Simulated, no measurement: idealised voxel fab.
Process module under the name voxel ribs on slabs
Cross-section cut spans 260 nm and uses square cells 5 nm in size.
Cross-section layout: square cells on a grid; listed as bands, top to bottom; a band spans one or more cell rows. Each band's line starts with the height of the band's top and of its bottom, in nm. Then come its materials from left to right, each with its width in nm. One material with "full width" fills the band from edge to edge. "empty" is empty space. All heights in this document are referenced to 0, defined as the level beneath which the wafer, as received, consists entirely of one material. The lowest band is not bounded below; it extends indefinitely downward and is written in the form "from 0 down". Think of "30->40" as a width that walks from the first number to the second as you go down the band, top row to bottom row, taking equal-sized steps from row to row. Basically "no modifications" means that step didn't change any cell in the cross-section. Voids, sealed: empty space of 8 cells or more with no open way to the top, each as width x height at its distance from the left edge, in nm. The remark found on a step's line after its settings is issued by the simulator itself and pertains to that step. overlay nm, on a step with a mask: how far to the right of its planned place the mask lay; to the left if negative.
Steps planned for the process:
1,RECEIVE [material Si]
2,DIRECTIONAL_DEP [material SiO2] [thk nm 25]
3,DIRECTIONAL_DEP [material SiN] [thk nm 20]
4,MASKED_ETCH [tone cover] [mask id RIB] [width nm 30] [etch materials SiN] [depth nm 5] [overlay nm 0]
5,DIRECTIONAL_DEP [material aC] [thk nm 10]
6,PATTERN [tone cover] [mask id SLAB] [material resist] [width nm 80] [thk nm 25] [overlay nm 0]
7,DIRECTIONAL_ETCH [etch materials aC] [depth nm 10]
8,STRIP [etch materials resist]
9,DIRECTIONAL_ETCH [etch materials SiN] [depth nm 15]
10,STRIP [etch materials aC]
11,FILL_DEP [material SiO2] [thk nm 20]
12,CMP [height nm 55]
13,DIRECTIONAL_DEP [material W] [thk nm 10]
14,MASKED_ETCH [tone cover] [mask id HEATER] [width nm 40] [etch materials W] [depth nm 10] [overlay nm 0]
15,CONFORMAL_DEP [material SiN] [thk nm 5]
First of two wafers, with the run carried out as planned:
Incoming wafer, cross-sectional view, post step 1:
* from 0 down: Si full width
* Voids, sealed: none
The wafer in cross-section once step 2 is complete:
* from 25 to 0: SiO2 full width
* Under 0: no change, same as before.
The wafer in cross-section once step 3 is complete:
* from 45 to 25: SiN full width
* Under 25: no change, same as before.
The wafer in cross-section once step 4 is complete:
* from 45 to 40: empty: 115, SiN: 30, empty: 115
* Under 40: no change, same as before.
The wafer in cross-section once step 5 is complete:
* from 55 to 50: empty: 115, aC: 30, empty: 115
* from 50 to 45: aC full width
* from 45 to 40: aC: 115, SiN: 30, aC: 115
* Under 40: no change, same as before.
The wafer in cross-section once step 6 is complete:
* from 80 to 55: empty: 90, resist: 80, empty: 90
* from 55 to 50: empty: 90, resist: 25, aC: 30, resist: 25, empty: 90
* Under 50: no change, same as before.
The wafer in cross-section once step 7 is complete:
* from 70 to 55: empty: 90, resist: 80, empty: 90
* from 55 to 50: empty: 90, resist: 25, aC: 30, resist: 25, empty: 90
* from 50 to 45: empty: 90, aC: 80, empty: 90
* from 45 to 40: empty: 90, aC: 25, SiN: 30, aC: 25, empty: 90
* Under 40: no change, same as before.
The wafer in cross-section once step 8 is complete:
* from 55 to 45: empty: 115->90, aC: 30->80, empty: 115->90
* Under 45: no change, same as before.
The wafer in cross-section once step 9 is complete:
* from 55 to 45: empty: 115->90, aC: 30->80, empty: 115->90
* from 45 to 40: empty: 90, aC: 25, SiN: 30, aC: 25, empty: 90
* from 40 to 25: empty: 90, SiN: 80, empty: 90
* Under 25: no change, same as before.
The wafer in cross-section once step 10 is complete:
* from 45 to 40: empty: 115, SiN: 30, empty: 115
* Under 40: no change, same as before.
The wafer in cross-section once step 11 is complete:
* from 65 to 45: SiO2 full width
* from 45 to 40: SiO2: 115, SiN: 30, SiO2: 115
* from 40 to 25: SiO2: 90, SiN: 80, SiO2: 90
* Under 25: no change, same as before.
The wafer in cross-section once step 12 is complete:
* from 55 to 45: SiO2 full width
* Under 45: no change, same as before.
The wafer in cross-section once step 13 is complete:
* from 65 to 55: W full width
* Under 55: no change, same as before.
The wafer in cross-section once step 14 is complete:
* from 65 to 55: empty: 110, W: 40, empty: 110
* Under 55: no change, same as before.
The wafer in cross-section once step 15 is complete:
* from 70 to 65: empty: 105, SiN: 50, empty: 105
* from 65 to 60: empty: 105, SiN: 5, W: 40, SiN: 5, empty: 105
* from 60 to 55: SiN: 110, W: 40, SiN: 110
* Under 55: no change, same as before.
It is to be noted that the second wafer proceeded from the same initial state and according to the same plan as the first, although one mistake was committed in its execution; through step 1, inclusive, the two wafers share an identical history:
Cross-sectional representation of the second wafer at the time designated in the plan for the completion of step 2:
* from 20 to 0: SiN full width
* Under 0: no change, same as before.
Cross-sectional representation of the second wafer at the time designated in the plan for the completion of step 3:
* from 45 to 20: SiO2 full width
* Under 20: no change, same as before.
Cross-sectional representation of the second wafer at the time designated in the plan for the completion of step 4: no modifications
Cross-sectional representation of the second wafer at the time designated in the plan for the completion of step 5:
* from 55 to 45: aC full width
* Under 45: no change, same as before.
Cross-sectional representation of the second wafer at the time designated in the plan for the completion of step 6:
* from 80 to 55: empty: 90, resist: 80, empty: 90
* Under 55: no change, same as before.
Cross-sectional representation of the second wafer at the time designated in the plan for the completion of step 7:
* from 70 to 55: empty: 90, resist: 80, empty: 90
* from 55 to 45: empty: 90, aC: 80, empty: 90
* Under 45: no change, same as before.
Cross-sectional representation of the second wafer at the time designated in the plan for the completion of step 8:
* from 55 to 45: empty: 90, aC: 80, empty: 90
* Under 45: no change, same as before.
Cross-sectional representation of the second wafer at the time designated in the plan for the completion of step 9: no modifications
Cross-sectional representation of the second wafer at the time designated in the plan for the completion of step 10:
* from 45 to 20: SiO2 full width
* Under 20: no change, same as before.
Cross-sectional representation of the second wafer at the time designated in the plan for the completion of step 11:
* from 65 to 20: SiO2 full width
* Under 20: no change, same as before.
Cross-sectional representation of the second wafer at the time designated in the plan for the completion of step 12:
* from 55 to 20: SiO2 full width
* Under 20: no change, same as before.
Cross-sectional representation of the second wafer at the time designated in the plan for the completion of step 13:
* from 65 to 55: W full width
* Under 55: no change, same as before.
Cross-sectional representation of the second wafer at the time designated in the plan for the completion of step 14:
* from 65 to 55: empty: 110, W: 40, empty: 110
* Under 55: no change, same as before.
Cross-sectional representation of the second wafer at the time designated in the plan for the completion of step 15:
* from 70 to 65: empty: 105, SiN: 50, empty: 105
* from 65 to 60: empty: 105, SiN: 5, W: 40, SiN: 5, empty: 105
* from 60 to 55: SiN: 110, W: 40, SiN: 110
* Under 55: no change, same as before.
So what did we get wrong on this run? steps 2 and 3 got flipped, so each one ran where the other should have
The closing comparison, in cells, has the second wafer with more or fewer of some materials than the first: 154 more of SiN | 154 fewer of SiO2
